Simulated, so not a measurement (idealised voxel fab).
process module | voxel wiring stack
cross-section cut | 260 nm wide | cells 5 nm
A cross-section is a grid of square cells, given in bands from the top down. A band is one or more rows of cells.
Each band's line starts with the height of the band's top and of its bottom, in nm. Then come its materials from left to right, each with its width in nm. One material with "throughout" fills the band from edge to edge. "air" is empty space.
Height 0 is the level under which the wafer as received is all one material. The lowest band goes on downwards, as in "0 down".
A width such as "30 to 40" changes by the same amount from each row of cells to the next, from the band's top row to its bottom row.
"no change" after a step means that no cell of the cross-section changed.
closed voids: empty space of 8 cells or more with no open way to the top, each as width x height at its distance from the left edge, in nm
after a step's settings: what the simulator itself notes on the step
overlay nm, on a step with a mask: how far to the right of its planned place the mask lay; to the left if negative
plan
1 op RECEIVE | material Si
2 op CONFORMAL_DEP | material SiO2 | thk nm 10
3 op CONFORMAL_DEP | material SiCN | thk nm 5
4 op DIRECTIONAL_DEP | material SiO2 | thk nm 20
5 op PATTERN | tone open | mask id METAL_1 | material resist | width nm 25 | pitch nm 40 | thk nm 15 | overlay nm 0
6 op DIRECTIONAL_ETCH | etch materials SiO2 | depth nm 20
7 op DIRECTIONAL_ETCH | etch materials SiCN | depth nm 5
8 op STRIP | etch materials resist
9 op CONFORMAL_DEP | material TiN | thk nm 5
10 op FILL_DEP | material W | thk nm 10
11 op CMP | height nm 35
12 op CONFORMAL_DEP | material SiCN | thk nm 5
13 op DIRECTIONAL_DEP | material SiO2 | thk nm 25
14 op PATTERN | tone open | mask id METAL_2 | material resist | width nm 25 | pitch nm 40 | thk nm 20 | overlay nm 0
15 op DIRECTIONAL_ETCH | etch materials SiO2 | depth nm 15
16 op STRIP | etch materials resist
17 op PATTERN | tone open | mask id METAL_2_HOLES | material resist | width nm 15 | pitch nm 80 | thk nm 20 | overlay nm 0
18 op DIRECTIONAL_ETCH | etch materials SiO2 | depth nm 10
19 op DIRECTIONAL_ETCH | etch materials SiCN | depth nm 5
20 op STRIP | etch materials resist
21 op CONFORMAL_DEP | material TiN | thk nm 5
22 op FILL_DEP | material Cu | thk nm 10
23 op CMP | height nm 65
24 op CONFORMAL_DEP | material SiN | thk nm 5
first wafer, as planned
as received, after step 1
  0 down: Si throughout
  closed voids: none
after step 2
  10 to 0: SiO2 throughout
  below 0: unchanged
after step 3
  15 to 10: SiCN throughout
  below 10: unchanged
after step 4
  35 to 15: SiO2 throughout
  below 15: unchanged
after step 5
  50 to 35: resist 55 | air 25 | resist 15 | air 25 | resist 15 | air 25 | resist 15 | air 25 | resist 60
  below 35: unchanged
after step 6
  50 to 35: resist 55 | air 25 | resist 15 | air 25 | resist 15 | air 25 | resist 15 | air 25 | resist 60
  35 to 15: SiO2 55 | air 25 | SiO2 15 | air 25 | SiO2 15 | air 25 | SiO2 15 | air 25 | SiO2 60
  below 15: unchanged
after step 7
  50 to 35: resist 55 | air 25 | resist 15 | air 25 | resist 15 | air 25 | resist 15 | air 25 | resist 60
  35 to 15: SiO2 55 | air 25 | SiO2 15 | air 25 | SiO2 15 | air 25 | SiO2 15 | air 25 | SiO2 60
  15 to 10: SiCN 55 | air 25 | SiCN 15 | air 25 | SiCN 15 | air 25 | SiCN 15 | air 25 | SiCN 60
  below 10: unchanged
after step 8
  35 to 15: SiO2 55 | air 25 | SiO2 15 | air 25 | SiO2 15 | air 25 | SiO2 15 | air 25 | SiO2 60
  below 15: unchanged
after step 9
  40 to 35: TiN 60 | air 15 | TiN 25 | air 15 | TiN 25 | air 15 | TiN 25 | air 15 | TiN 65
  35 to 15: SiO2 55 | TiN 5 | air 15 | TiN 5 | SiO2 15 | TiN 5 | air 15 | TiN 5 | SiO2 15 | TiN 5 | air 15 | TiN 5 | SiO2 15 | TiN 5 | air 15 | TiN 5 | SiO2 60
  15 to 10: SiCN 55 | TiN 25 | SiCN 15 | TiN 25 | SiCN 15 | TiN 25 | SiCN 15 | TiN 25 | SiCN 60
  below 10: unchanged
after step 10
  50 to 40: W throughout
  40 to 35: TiN 60 | W 15 | TiN 25 | W 15 | TiN 25 | W 15 | TiN 25 | W 15 | TiN 65
  35 to 15: SiO2 55 | TiN 5 | W 15 | TiN 5 | SiO2 15 | TiN 5 | W 15 | TiN 5 | SiO2 15 | TiN 5 | W 15 | TiN 5 | SiO2 15 | TiN 5 | W 15 | TiN 5 | SiO2 60
  below 15: unchanged
after step 11
  35 to 15: SiO2 55 | TiN 5 | W 15 | TiN 5 | SiO2 15 | TiN 5 | W 15 | TiN 5 | SiO2 15 | TiN 5 | W 15 | TiN 5 | SiO2 15 | TiN 5 | W 15 | TiN 5 | SiO2 60
  below 15: unchanged
after step 12
  40 to 35: SiCN throughout
  below 35: unchanged
after step 13
  65 to 40: SiO2 throughout
  below 40: unchanged
after step 14
  85 to 65: resist 55 | air 25 | resist 15 | air 25 | resist 15 | air 25 | resist 15 | air 25 | resist 60
  below 65: unchanged
after step 15
  85 to 65: resist 55 | air 25 | resist 15 | air 25 | resist 15 | air 25 | resist 15 | air 25 | resist 60
  65 to 50: SiO2 55 | air 25 | SiO2 15 | air 25 | SiO2 15 | air 25 | SiO2 15 | air 25 | SiO2 60
  below 50: unchanged
after step 16
  65 to 50: SiO2 55 | air 25 | SiO2 15 | air 25 | SiO2 15 | air 25 | SiO2 15 | air 25 | SiO2 60
  below 50: unchanged
after step 17
  85 to 65: resist 55 | air 15 | resist 65 | air 15 | resist 110
  65 to 50: SiO2 55 | air 15 | resist 10 | SiO2 15 | resist 25 | SiO2 15 | air 15 | resist 10 | SiO2 15 | resist 25 | SiO2 60
  below 50: unchanged
after step 18
  85 to 65: resist 55 | air 15 | resist 65 | air 15 | resist 110
  65 to 50: SiO2 55 | air 15 | resist 10 | SiO2 15 | resist 25 | SiO2 15 | air 15 | resist 10 | SiO2 15 | resist 25 | SiO2 60
  50 to 40: SiO2 55 | air 15 | SiO2 65 | air 15 | SiO2 110
  below 40: unchanged
after step 19
  85 to 65: resist 55 | air 15 | resist 65 | air 15 | resist 110
  65 to 50: SiO2 55 | air 15 | resist 10 | SiO2 15 | resist 25 | SiO2 15 | air 15 | resist 10 | SiO2 15 | resist 25 | SiO2 60
  50 to 40: SiO2 55 | air 15 | SiO2 65 | air 15 | SiO2 110
  40 to 35: SiCN 55 | air 15 | SiCN 65 | air 15 | SiCN 110
  below 35: unchanged
after step 20
  65 to 50: SiO2 55 | air 25 | SiO2 15 | air 25 | SiO2 15 | air 25 | SiO2 15 | air 25 | SiO2 60
  below 50: unchanged
after step 21
  70 to 65: TiN 60 | air 15 | TiN 25 | air 15 | TiN 25 | air 15 | TiN 25 | air 15 | TiN 65
  65 to 55: SiO2 55 | TiN 5 | air 15 | TiN 5 | SiO2 15 | TiN 5 | air 15 | TiN 5 | SiO2 15 | TiN 5 | air 15 | TiN 5 | SiO2 15 | TiN 5 | air 15 | TiN 5 | SiO2 60
  55 to 50: SiO2 55 | TiN 5 | air 5 | TiN 15 | SiO2 15 | TiN 25 | SiO2 15 | TiN 5 | air 5 | TiN 15 | SiO2 15 | TiN 25 | SiO2 60
  50 to 40: SiO2 55 | TiN 5 | air 5 | TiN 5 | SiO2 65 | TiN 5 | air 5 | TiN 5 | SiO2 110
  40 to 35: SiCN 55 | TiN 15 | SiCN 65 | TiN 15 | SiCN 110
  below 35: unchanged
after step 22
  80 to 70: Cu throughout
  70 to 65: TiN 60 | Cu 15 | TiN 25 | Cu 15 | TiN 25 | Cu 15 | TiN 25 | Cu 15 | TiN 65
  65 to 55: SiO2 55 | TiN 5 | Cu 15 | TiN 5 | SiO2 15 | TiN 5 | Cu 15 | TiN 5 | SiO2 15 | TiN 5 | Cu 15 | TiN 5 | SiO2 15 | TiN 5 | Cu 15 | TiN 5 | SiO2 60
  55 to 50: SiO2 55 | TiN 5 | Cu 5 | TiN 15 | SiO2 15 | TiN 25 | SiO2 15 | TiN 5 | Cu 5 | TiN 15 | SiO2 15 | TiN 25 | SiO2 60
  50 to 40: SiO2 55 | TiN 5 | Cu 5 | TiN 5 | SiO2 65 | TiN 5 | Cu 5 | TiN 5 | SiO2 110
  below 40: unchanged
after step 23
  65 to 55: SiO2 55 | TiN 5 | Cu 15 | TiN 5 | SiO2 15 | TiN 5 | Cu 15 | TiN 5 | SiO2 15 | TiN 5 | Cu 15 | TiN 5 | SiO2 15 | TiN 5 | Cu 15 | TiN 5 | SiO2 60
  below 55: unchanged
after step 24
  70 to 65: SiN throughout
  below 65: unchanged
second wafer: like start, like plan, one mistake. Through step 10 it matches the first wafer
when step 11 should have ended
  25 to 15: SiO2 55 | TiN 5 | W 15 | TiN 5 | SiO2 15 | TiN 5 | W 15 | TiN 5 | SiO2 15 | TiN 5 | W 15 | TiN 5 | SiO2 15 | TiN 5 | W 15 | TiN 5 | SiO2 60
  below 15: unchanged
when step 12 should have ended
  30 to 25: SiCN throughout
  below 25: unchanged
when step 13 should have ended
  55 to 30: SiO2 throughout
  below 30: unchanged
when step 14 should have ended
  75 to 55: resist 55 | air 25 | resist 15 | air 25 | resist 15 | air 25 | resist 15 | air 25 | resist 60
  below 55: unchanged
when step 15 should have ended
  75 to 55: resist 55 | air 25 | resist 15 | air 25 | resist 15 | air 25 | resist 15 | air 25 | resist 60
  55 to 40: SiO2 55 | air 25 | SiO2 15 | air 25 | SiO2 15 | air 25 | SiO2 15 | air 25 | SiO2 60
  below 40: unchanged
when step 16 should have ended
  55 to 40: SiO2 55 | air 25 | SiO2 15 | air 25 | SiO2 15 | air 25 | SiO2 15 | air 25 | SiO2 60
  below 40: unchanged
when step 17 should have ended
  75 to 55: resist 55 | air 15 | resist 65 | air 15 | resist 110
  55 to 40: SiO2 55 | air 15 | resist 10 | SiO2 15 | resist 25 | SiO2 15 | air 15 | resist 10 | SiO2 15 | resist 25 | SiO2 60
  below 40: unchanged
when step 18 should have ended
  75 to 55: resist 55 | air 15 | resist 65 | air 15 | resist 110
  55 to 40: SiO2 55 | air 15 | resist 10 | SiO2 15 | resist 25 | SiO2 15 | air 15 | resist 10 | SiO2 15 | resist 25 | SiO2 60
  40 to 30: SiO2 55 | air 15 | SiO2 65 | air 15 | SiO2 110
  below 30: unchanged
when step 19 should have ended
  75 to 55: resist 55 | air 15 | resist 65 | air 15 | resist 110
  55 to 40: SiO2 55 | air 15 | resist 10 | SiO2 15 | resist 25 | SiO2 15 | air 15 | resist 10 | SiO2 15 | resist 25 | SiO2 60
  40 to 30: SiO2 55 | air 15 | SiO2 65 | air 15 | SiO2 110
  30 to 25: SiCN 55 | air 15 | SiCN 65 | air 15 | SiCN 110
  below 25: unchanged
when step 20 should have ended
  55 to 40: SiO2 55 | air 25 | SiO2 15 | air 25 | SiO2 15 | air 25 | SiO2 15 | air 25 | SiO2 60
  below 40: unchanged
when step 21 should have ended
  60 to 55: TiN 60 | air 15 | TiN 25 | air 15 | TiN 25 | air 15 | TiN 25 | air 15 | TiN 65
  55 to 45: SiO2 55 | TiN 5 | air 15 | TiN 5 | SiO2 15 | TiN 5 | air 15 | TiN 5 | SiO2 15 | TiN 5 | air 15 | TiN 5 | SiO2 15 | TiN 5 | air 15 | TiN 5 | SiO2 60
  45 to 40: SiO2 55 | TiN 5 | air 5 | TiN 15 | SiO2 15 | TiN 25 | SiO2 15 | TiN 5 | air 5 | TiN 15 | SiO2 15 | TiN 25 | SiO2 60
  40 to 30: SiO2 55 | TiN 5 | air 5 | TiN 5 | SiO2 65 | TiN 5 | air 5 | TiN 5 | SiO2 110
  30 to 25: SiCN 55 | TiN 15 | SiCN 65 | TiN 15 | SiCN 110
  below 25: unchanged
when step 22 should have ended
  70 to 60: Cu throughout
  60 to 55: TiN 60 | Cu 15 | TiN 25 | Cu 15 | TiN 25 | Cu 15 | TiN 25 | Cu 15 | TiN 65
  55 to 45: SiO2 55 | TiN 5 | Cu 15 | TiN 5 | SiO2 15 | TiN 5 | Cu 15 | TiN 5 | SiO2 15 | TiN 5 | Cu 15 | TiN 5 | SiO2 15 | TiN 5 | Cu 15 | TiN 5 | SiO2 60
  45 to 40: SiO2 55 | TiN 5 | Cu 5 | TiN 15 | SiO2 15 | TiN 25 | SiO2 15 | TiN 5 | Cu 5 | TiN 15 | SiO2 15 | TiN 25 | SiO2 60
  40 to 30: SiO2 55 | TiN 5 | Cu 5 | TiN 5 | SiO2 65 | TiN 5 | Cu 5 | TiN 5 | SiO2 110
  below 30: unchanged
when step 23 should have ended
  65 to 60: Cu throughout
  below 60: unchanged
when step 24 should have ended
  70 to 65: SiN throughout
  below 65: unchanged
what went wrong: step 11 ran as: op CMP | height nm 25
at the end the second wafer has, in cells: 64 more of Cu | 64 fewer of SiO2 | 24 more of TiN | 24 fewer of W
